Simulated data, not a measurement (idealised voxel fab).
Title: Process Module voxel self aligned vias
The cross-section on display is named cut; it measures 270 nm wide, and its cells are 5 nm squares.
Cross-section layout: square cells on a grid; listed as bands, top to bottom; a band spans one or more cell rows. Per band: top height and bottom height in nm, followed by the left-to-right materials and their widths in nm; "full width" marks a single material spanning edge to edge, "blank" marks empty space. Heights are measured from 0, the level below which the as-received wafer is all one material; the lowest band has no bottom and continues downward, written as in "z 0 and below". With a width like "30..40", each row of cells in the band differs from the next by the same amount, the top row carrying the first number and the bottom row the second. "no change occurred" (step): cross-section cells unchanged, all of them. If an empty space has no open way to the top and is at least 8 cells in size, "Closed void table" lists it, written width x height at distance, where distance is measured from the left edge and every value is in nm. On a step's line, text after the settings is the simulator commenting on that step. You can add "overlay nm" to a step's line. For a step with a mask, it describes how far the mask lay to the right of its planned position, and a negative number describes a lay to the left.

### The following list gives the planned process steps
1) RECEIVE: material Si
2) CONFORMAL_DEP: material SiO2, thk nm 15
3) CONFORMAL_DEP: material SiCN, thk nm 5
4) DIRECTIONAL_DEP: material lowk, thk nm 30
5) MASKED_ETCH: tone open, mask id LINES, width nm 25, pitch nm 75, etch materials lowk, depth nm 30, overlay nm 0
6) CONFORMAL_DEP: material TiN, thk nm 5
7) FILL_DEP: material W, thk nm 10
8) CMP: height nm 50
9) SELECTIVE_ETCH: etch materials W Ru TiN, depth nm 5
10) FILL_DEP: material SiN, thk nm 5
11) CMP: height nm 50
12) DIRECTIONAL_DEP: material lowk, thk nm 15
13) MASKED_ETCH: tone open, mask id VIAS, width nm 45, pitch nm 75, etch materials lowk, depth nm 15, overlay nm 0
14) MASKED_ETCH: tone open, mask id VIAS, width nm 45, pitch nm 75, etch materials SiN, depth nm 5, overlay nm 0
15) CONFORMAL_DEP: material TiN, thk nm 5
16) FILL_DEP: material Cu, thk nm 10
17) CMP: height nm 65
18) CONFORMAL_DEP: material SiN, thk nm 5

### The cross-section here shows the wafer as received, i.e. in its state after step 1
  z 0 and below = Si full width
  Closed void table: none

### Cross-sectional view of the first of the two wafers upon completion of the module, processed in accordance with the plan
  z 70 to 65 = SiN full width
  z 65 to 55 = 35 of lowk; 5 of TiN; 35 of Cu; 5 of TiN; 30 of lowk; 5 of TiN; 35 of Cu; 5 of TiN; 30 of lowk; 5 of TiN; 35 of Cu; 5 of TiN; 40 of lowk
  z 55 to 50 = 35 of lowk; 15 of TiN; 15 of Cu; 15 of TiN; 30 of lowk; 15 of TiN; 15 of Cu; 15 of TiN; 30 of lowk; 15 of TiN; 15 of Cu; 15 of TiN; 40 of lowk
  z 50 to 45 = 45 of lowk; 25 of TiN; 50 of lowk; 25 of TiN; 50 of lowk; 25 of TiN; 50 of lowk
  z 45 to 25 = 45 of lowk; 5 of TiN; 15 of W; 5 of TiN; 50 of lowk; 5 of TiN; 15 of W; 5 of TiN; 50 of lowk; 5 of TiN; 15 of W; 5 of TiN; 50 of lowk
  z 25 to 20 = 45 of lowk; 25 of TiN; 50 of lowk; 25 of TiN; 50 of lowk; 25 of TiN; 50 of lowk
  z 20 to 15 = SiCN full width
  z 15 to 0 = SiO2 full width
  z 0 and below = Si full width
  Closed void table: none

### End-of-module cross-section of the second wafer: identical starting point and process plan to the first, with one processing mistake
  z 70 to 65 = SiN full width
  z 65 to 55 = 35 of lowk; 5 of TiN; 35 of Cu; 5 of TiN; 30 of lowk; 5 of TiN; 35 of Cu; 5 of TiN; 30 of lowk; 5 of TiN; 35 of Cu; 5 of TiN; 40 of lowk
  z 55 to 50 = 35 of lowk; 45 of TiN; 30 of lowk; 45 of TiN; 30 of lowk; 45 of TiN; 40 of lowk
  z 50 to 45 = SiCN full width
  z 45 to 15 = lowk full width
  z 15 to 0 = SiO2 full width
  z 0 and below = Si full width
  Closed void table: none
Heads up, the wafer didn't run the way we planned it: sequence error: steps 3 and 4 interchanged
Count the cells at the end and the second wafer has more or fewer of some materials than the first: Cu: 9 fewer, TiN: 45 fewer, W: 36 fewer, lowk: 90 more
